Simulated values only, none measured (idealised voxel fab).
The following process module bears the name voxel self aligned vias.
FYI the section here is cut, 235 nm wide, cells are 5 nm squares.
Just so we're on the same page, the cross-sections are grids of square cells, and they're listed out in bands top to bottom, each band one or more rows deep. What a band's entry tells you: where the top is and where the bottom is, as heights in nm, and after that what lies inside, material by material from left to right, each with its width in nm. Empty space is written as the word "air", and a single material marked with the word "edge to edge" occupies the band from edge to edge. We count height from 0. Below that, the starting wafer is all one material. The lowest band never ends at the bottom but goes on down; see "0 -> down" for how that is written. Top row gets the first number, bottom row gets the second, and each row in between changes by the same step: that is how a band width like "30 to 40" works. You'll sometimes find "remained the same" written for a step, and that's the way of saying that nowhere in the cross-section did a cell change during that step. The entry "Sealed-off cavities" lists the empty spaces that cover at least 8 cells and have no open path to the top. Each is written as width x height at distance, where the distance is measured from the left edge and all three values are in nm. What comes after the settings on a step's line is commentary from the simulator itself on that step. Among the settings permitted on a step's line is "overlay nm"; applied to a step with a mask, it specifies the extent to which the mask lay to the right of its planned position, whereas a negative figure signifies a position to the left.

[So here's the lineup of process steps we planned]
1. RECEIVE (material Si)
2. CONFORMAL_DEP (material SiO2; thk nm 15)
3. CONFORMAL_DEP (material SiCN; thk nm 5)
4. DIRECTIONAL_DEP (material SiO2; thk nm 30)
5. MASKED_ETCH (tone open; mask id LINES; width nm 25; pitch nm 60; etch materials SiO2; depth nm 30; overlay nm 0)
6. CONFORMAL_DEP (material TiN; thk nm 5)
7. FILL_DEP (material W; thk nm 10)
8. CMP (height nm 50)
9. SELECTIVE_ETCH (etch materials W Ru TiN; depth nm 5)
10. FILL_DEP (material SiN; thk nm 5)
11. CMP (height nm 50)
12. DIRECTIONAL_DEP (material SiO2; thk nm 15)
13. MASKED_ETCH (tone open; mask id VIAS; width nm 35; pitch nm 60; etch materials SiO2; depth nm 15; overlay nm 0)
14. MASKED_ETCH (tone open; mask id VIAS; width nm 35; pitch nm 60; etch materials SiN; depth nm 5; overlay nm 0)
15. CONFORMAL_DEP (material TiN; thk nm 5)
16. FILL_DEP (material Cu; thk nm 5)
17. CMP (height nm 65)
18. CONFORMAL_DEP (material SiCN; thk nm 5)

[Of two wafers, the first: run according to plan]

[Cross-section, incoming material, after step 1]
> 0 -> down = Si edge to edge
> Sealed-off cavities: none

[You're looking at a cross-section of the wafer after step 2]
> 15 -> 0 = SiO2 edge to edge
> Rest of section, below 0: as before.

[You're looking at a cross-section of the wafer after step 3]
> 20 -> 15 = SiCN edge to edge
> Rest of section, below 15: as before.

[You're looking at a cross-section of the wafer after step 4]
> 50 -> 20 = SiO2 edge to edge
> Rest of section, below 20: as before.

[You're looking at a cross-section of the wafer after step 5]
> 50 -> 20 = SiO2=75  air=25  SiO2=35  air=25  SiO2=75
> Rest of section, below 20: as before.

[You're looking at a cross-section of the wafer after step 6]
> 55 -> 50 = TiN=80  air=15  TiN=45  air=15  TiN=80
> 50 -> 25 = SiO2=75  TiN=5  air=15  TiN=5  SiO2=35  TiN=5  air=15  TiN=5  SiO2=75
> 25 -> 20 = SiO2=75  TiN=25  SiO2=35  TiN=25  SiO2=75
> Rest of section, below 20: as before.

[You're looking at a cross-section of the wafer after step 7]
> 65 -> 55 = W edge to edge
> 55 -> 50 = TiN=80  W=15  TiN=45  W=15  TiN=80
> 50 -> 25 = SiO2=75  TiN=5  W=15  TiN=5  SiO2=35  TiN=5  W=15  TiN=5  SiO2=75
> Rest of section, below 25: as before.

[You're looking at a cross-section of the wafer after step 8]
> 50 -> 25 = SiO2=75  TiN=5  W=15  TiN=5  SiO2=35  TiN=5  W=15  TiN=5  SiO2=75
> Rest of section, below 25: as before.

[You're looking at a cross-section of the wafer after step 9]
> 50 -> 45 = SiO2=75  air=25  SiO2=35  air=25  SiO2=75
> Rest of section, below 45: as before.

[You're looking at a cross-section of the wafer after step 10]
> 55 -> 50 = SiN edge to edge
> 50 -> 45 = SiO2=75  SiN=25  SiO2=35  SiN=25  SiO2=75
> Rest of section, below 45: as before.

[You're looking at a cross-section of the wafer after step 11]
> 50 -> 45 = SiO2=75  SiN=25  SiO2=35  SiN=25  SiO2=75
> Rest of section, below 45: as before.

[You're looking at a cross-section of the wafer after step 12]
> 65 -> 50 = SiO2 edge to edge
> Rest of section, below 50: as before.

[You're looking at a cross-section of the wafer after step 13]
> 65 -> 50 = SiO2=70  air=35  SiO2=25  air=35  SiO2=70
> Rest of section, below 50: as before.

[You're looking at a cross-section of the wafer after step 14]
> 65 -> 50 = SiO2=70  air=35  SiO2=25  air=35  SiO2=70
> 50 -> 45 = SiO2=75  air=25  SiO2=35  air=25  SiO2=75
> Rest of section, below 45: as before.

[You're looking at a cross-section of the wafer after step 15]
> 70 -> 65 = TiN=75  air=25  TiN=35  air=25  TiN=75
> 65 -> 55 = SiO2=70  TiN=5  air=25  TiN=5  SiO2=25  TiN=5  air=25  TiN=5  SiO2=70
> 55 -> 50 = SiO2=70  TiN=10  air=15  TiN=10  SiO2=25  TiN=10  air=15  TiN=10  SiO2=70
> 50 -> 45 = SiO2=75  TiN=25  SiO2=35  TiN=25  SiO2=75
> Rest of section, below 45: as before.

[You're looking at a cross-section of the wafer after step 16]
> 75 -> 70 = Cu edge to edge
> 70 -> 65 = TiN=75  Cu=25  TiN=35  Cu=25  TiN=75
> 65 -> 55 = SiO2=70  TiN=5  Cu=25  TiN=5  SiO2=25  TiN=5  Cu=25  TiN=5  SiO2=70
> 55 -> 50 = SiO2=70  TiN=10  Cu=15  TiN=10  SiO2=25  TiN=10  Cu=15  TiN=10  SiO2=70
> Rest of section, below 50: as before.

[You're looking at a cross-section of the wafer after step 17]
> 65 -> 55 = SiO2=70  TiN=5  Cu=25  TiN=5  SiO2=25  TiN=5  Cu=25  TiN=5  SiO2=70
> Rest of section, below 55: as before.

[You're looking at a cross-section of the wafer after step 18]
> 70 -> 65 = SiCN edge to edge
> Rest of section, below 65: as before.

[The second wafer: identical to the first at the outset and in its planned sequence, differing only in that one mistake was made during processing; up to and including step 17, its path is the first wafer's path]

[Look at the second wafer in cross-section at the time step 18 ought to have finished]
> 70 -> 65 = W edge to edge
> Rest of section, below 65: as before.
Error vs. plan: step 18 was not run as planned; what actually ran was CONFORMAL_DEP (material W; thk nm 5)
Final wafer comparison in cells, second versus first, more or fewer per material: SiCN: 47 fewer | W: 47 more
